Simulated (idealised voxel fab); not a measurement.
Presented below is a process module, voxel tone inversion.
For reference, the cross-section in this document is cut, with width 205 nm and square cells of 5 nm.
If you're reading a cross-section in this doc, picture square cells in a grid; it comes to you as bands, top ones listed first down to the bottom, and a band can be one or more rows of cells. In this notation a band is specified by the heights of its top and bottom, in that order and in nm, after which its materials appear from left to right, each paired with its width in nm. The word "throughout" attached to a single material means that material fills the band from edge to edge; the word "blank" stands for empty space. Below 0: as-received wafer, all one material; heights counted from there. Lowest band: no bottom, goes on down, written "0 down". Width: "30 to 40" (first number = top row, second number = bottom row, same change from row to row of cells). "all unchanged" (step): cross-section cells unchanged, all of them. You'll see "Unvented internal voids" listing empty spaces that have no way open to the top, as long as they're 8 cells or more; the notation is width x height at distance, where the distance is from the left edge, and all of it is in nm. Formally, on a step line, whatever follows the settings is a remark that the simulator itself makes on the step. Regarding "overlay nm": on a step with a mask, it is the distance the mask lay to the right of its planned place; a negative value places it to the left.

Steps planned for the process:
1) RECEIVE: material Si
2) CONFORMAL_DEP: material SiCN, thk nm 10
3) DIRECTIONAL_DEP: material aC, thk nm 15
4) PATTERN: tone cover, mask id POSTS, material resist, width nm 25, pitch nm 45, thk nm 20, overlay nm 0
5) DIRECTIONAL_ETCH: etch materials aC, depth nm 15
6) STRIP: etch materials resist
7) FILL_DEP: material SiO2, thk nm 10
8) CMP: height nm 25
9) STRIP: etch materials aC

Cross-section of the wafer at receipt, which is the condition after step 1:
    0 down: Si throughout
    Unvented internal voids: none

Cross-section, first of two wafers, end of module, run as planned:
    25 to 10: 20 SiO2 | 25 blank | 20 SiO2 | 25 blank | 20 SiO2 | 25 blank | 20 SiO2 | 25 blank | 25 SiO2
    10 to 0: SiCN throughout
    0 down: Si throughout
    Unvented internal voids: none

This cross-section belongs to the second wafer of two at the end of the module; the start and the plan were shared with the first, and the run included one mistake:
    25 to 10: 30 SiO2 | 25 blank | 20 SiO2 | 25 blank | 20 SiO2 | 25 blank | 20 SiO2 | 25 blank | 15 SiO2
    10 to 0: SiCN throughout
    0 down: Si throughout
    Unvented internal voids: none
Want to know what went wrong? step 4 was processed under conditions differing from the plan, specifically as PATTERN: tone cover, mask id POSTS, material resist, width nm 25, pitch nm 45, thk nm 20, overlay nm 10
Final wafers compared: equal cell tally per material, rearranged layout.
